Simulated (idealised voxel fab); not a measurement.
Module name: voxel capacitor over wiring (process module)
We display cut, a cross-section 215 nm in width whose square cells are each 5 nm.
Cross-section, as written here: a square-cell grid given band by band from the top down, where a band holds one or more rows of cells. It is stipulated that each band's entry specify, in nanometres, the height of the top of the band and then that of its bottom, followed by the materials of the band in left-to-right sequence, each together with its width in nanometres. A single material marked by the word "everywhere" is understood to fill the band from edge to edge; the word "empty" is understood to denote empty space. Heads up on the height convention: 0 is the point under which the incoming wafer is all one material, and the lowest band has no bottom, it just keeps going down, like "from 0 down". The two numbers in a width such as "30 to 40" mark its ends across the band: the first belongs to the top row of cells, the second to the bottom row, and from each row to the next the width moves by the same amount. Any step labelled "no modifications" changed none of the cells in the cross-section. "Closed internal voids" means: voids of 8 cells or more that are shut off from the top with no open way through. Written width x height at distance, distance from the left edge, in nm. Read whatever lies past the settings on a step's line as the simulator's own remark about the step. Regarding "overlay nm": on a step with a mask, it is the distance the mask lay to the right of its planned place; a negative value places it to the left.

## This section lists the process steps that were planned
1 RECEIVE, material Si
2 CONFORMAL_DEP, material SiO2, thk nm 15
3 CONFORMAL_DEP, material SiCN, thk nm 5
4 DIRECTIONAL_DEP, material SiO2, thk nm 20
5 DIRECTIONAL_DEP, material aC, thk nm 15
6 PATTERN, tone open, mask id METAL_1, material resist, width nm 20, pitch nm 75, thk nm 30, overlay nm 0
7 DIRECTIONAL_ETCH, etch materials aC, depth nm 15
8 STRIP, etch materials resist
9 DIRECTIONAL_ETCH, etch materials SiO2, depth nm 20
10 DIRECTIONAL_ETCH, etch materials SiCN, depth nm 5
11 STRIP, etch materials aC
12 CONFORMAL_DEP, material TiN, thk nm 5
13 FILL_DEP, material W, thk nm 10
14 CMP, height nm 40
15 EPI, material Ru, thk nm 5
16 FILL_DEP, material SiCN, thk nm 5
17 DIRECTIONAL_DEP, material SiO2, thk nm 10
18 MASKED_ETCH, tone open, mask id PLUG_1, width nm 15, etch materials SiO2, depth nm 10, overlay nm 0
19 MASKED_ETCH, tone open, mask id PLUG_1, width nm 15, etch materials SiCN, depth nm 5, overlay nm 0
20 EPI, material Ru, thk nm 10
21 EPI, material Ru, thk nm 5
22 DIRECTIONAL_DEP, material TiN, thk nm 10
23 DIRECTIONAL_DEP, material Al2O3, thk nm 5
24 DIRECTIONAL_DEP, material TiN, thk nm 5
25 MASKED_ETCH, tone cover, mask id UPPER_PLATE, width nm 60, etch materials TiN, depth nm 5, overlay nm 0
26 MASKED_ETCH, tone cover, mask id UPPER_PLATE, width nm 60, etch materials Al2O3, depth nm 5, overlay nm 0
27 PATTERN, tone cover, mask id LOWER_PLATE, material resist, width nm 70, thk nm 20, overlay nm 0
28 DIRECTIONAL_ETCH, etch materials TiN, depth nm 10
29 STRIP, etch materials resist
30 FILL_DEP, material SiO2, thk nm 20
31 CMP, height nm 95
32 MASKED_ETCH, tone open, mask id PLUG_2, width nm 15, etch materials SiO2, depth nm 15, overlay nm 0
33 CONFORMAL_DEP, material TiN, thk nm 5
34 FILL_DEP, material Ru, thk nm 5
35 CMP, height nm 95
36 CONFORMAL_DEP, material SiCN, thk nm 5

## This is the cross-section of the wafer as we received it, i.e. after step 1
from 0 down: Si everywhere
Closed internal voids: none

## Cross-sectional view of the first of the two wafers upon completion of the module, processed in accordance with the plan
from 100 to 95: SiCN everywhere
from 95 to 85: SiO2 (75), TiN (5), Ru (5), TiN (5), SiO2 (125)
from 85 to 75: SiO2 (75 to 65), TiN (15 to 60), SiO2 (125 to 90)
from 75 to 70: SiO2 (65), Al2O3 (60), SiO2 (90)
from 70 to 60: SiO2 (60), TiN (70), SiO2 (85)
from 60 to 50: SiO2 (65), Ru (15), SiO2 (135)
from 50 to 45: SiCN (65), Ru (15), SiCN (135)
from 45 to 40: SiCN (55), Ru (30), SiCN (45), Ru (30), SiCN (55)
from 40 to 20: SiO2 (60), TiN (5), W (10), TiN (5), SiO2 (55), TiN (5), W (10), TiN (5), SiO2 (60)
from 20 to 15: SiCN (60), TiN (20), SiCN (55), TiN (20), SiCN (60)
from 15 to 0: SiO2 everywhere
from 0 down: Si everywhere
Closed internal voids: none

## Cross-section, wafer two of two, end of module: same start and plan as wafer one, one error in execution
from 100 to 95: SiCN everywhere
from 95 to 85: SiO2 (75), TiN (5), Ru (5), TiN (5), SiO2 (125)
from 85 to 75: SiO2 (75 to 65), TiN (15 to 60), SiO2 (125 to 90)
from 75 to 70: SiO2 (65), Al2O3 (60), SiO2 (90)
from 70 to 60: SiO2 (60), TiN (70), SiO2 (85)
from 60 to 50: SiO2 (65), Ru (15), SiO2 (135)
from 50 to 45: SiCN (65), Ru (15), SiCN (135)
from 45 to 40: Ru everywhere
from 40 to 30: W everywhere
from 30 to 25: TiN (65), W (10), TiN (65), W (10), TiN (65)
from 25 to 5: SiO2 (60), TiN (5), W (10), TiN (5), SiO2 (55), TiN (5), W (10), TiN (5), SiO2 (60)
from 5 to 0: SiCN (60), TiN (20), SiCN (55), TiN (20), SiCN (60)
from 0 down: Si everywhere
Closed internal voids: none
Finding, execution versus plan: yeah, step 2 of the plan got skipped, never ran
The second wafer ends with more or fewer cells of some materials than the first, per final count: Ru: 31 more, SiCN: 31 fewer, SiO2: 129 fewer, TiN: 39 more, W: 90 more
